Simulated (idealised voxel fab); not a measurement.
This section sets out a process module, namely voxel tone inversion.
Shown is cross-section cut, with a width of 270 nm and square cells of size 5 nm.
Format of a cross-section: grid, square cells. Given as bands. Order: top down. Band: one or more rows of cells. Band entry format. Leading values: height of top, height of bottom, nm. Remainder: materials in left-to-right order, each with its width in nm. Special words: "full width" on a single material, which then fills the band edge to edge; "blank", empty space. Height 0 is the level under which the wafer as received is all one material. The lowest band goes on downwards, as in "0..down". The width entry "30 to 40" should be interpreted row by row: the top row of cells in the band takes the first number, the bottom row takes the second number, and the change between adjacent rows is uniform throughout. "left unchanged" after a step means that no cell of the cross-section changed. "Trapped voids" contains a list of empty spaces, each no smaller than 8 cells and without an open way to the top, written in the form width x height at distance with the distance from the left edge and all three in nm. after a step's settings: what the simulator itself notes on the step. The "overlay nm" setting may appear on a step's line; for a step that uses a mask, it gives how far to the right of its planned position the mask lay, and a negative value indicates the left.

# These are the steps we planned for the process
1) RECEIVE with material Si
2) CONFORMAL_DEP with material SiCN, thk nm 5
3) DIRECTIONAL_DEP with material aC, thk nm 15
4) PATTERN with tone cover, mask id POSTS, material resist, width nm 15, pitch nm 55, thk nm 20, overlay nm 0
5) DIRECTIONAL_ETCH with etch materials aC, depth nm 15
6) STRIP with etch materials resist
7) FILL_DEP with material lowk, thk nm 5
8) CMP with height nm 20
9) STRIP with etch materials aC
Variable across wafers: step 4 width nm (plan value is that of the first wafer; starting state common to all).

# First of several wafers (as received, post step 1), cross-sectional view
    0..down: Si full width
    Trapped voids: none

# Wafer cross-section (first of several) - module end, post step 9 (last step)
    20..5: 70 nm lowk, then 15 nm blank, then 40 nm lowk, then 15 nm blank, then 40 nm lowk, then 15 nm blank, then 75 nm lowk
    5..0: SiCN full width
    0..down: Si full width
    Trapped voids: none

# Cross-sectional view, end of module, last wafer of several
    20..5: 60 nm lowk, then 40 nm blank, then 15 nm lowk, then 40 nm blank, then 15 nm lowk, then 40 nm blank, then 60 nm lowk
    5..0: SiCN full width
    0..down: Si full width
    Trapped voids: none

# Take any row and you have a wafer at the end of the module: how many cells of each material it has gained (+) or lost (-) since it was received, and then its closed voids
width nm 15 | +54 SiCN | +135 lowk | Trapped voids: none
width nm 20 | +54 SiCN | +126 lowk | Trapped voids: none
width nm 25 | +54 SiCN | +117 lowk | Trapped voids: none
width nm 30 | +54 SiCN | +108 lowk | Trapped voids: none
width nm 35 | +54 SiCN | +99 lowk | Trapped voids: none
width nm 40 | +54 SiCN | +90 lowk | Trapped voids: none
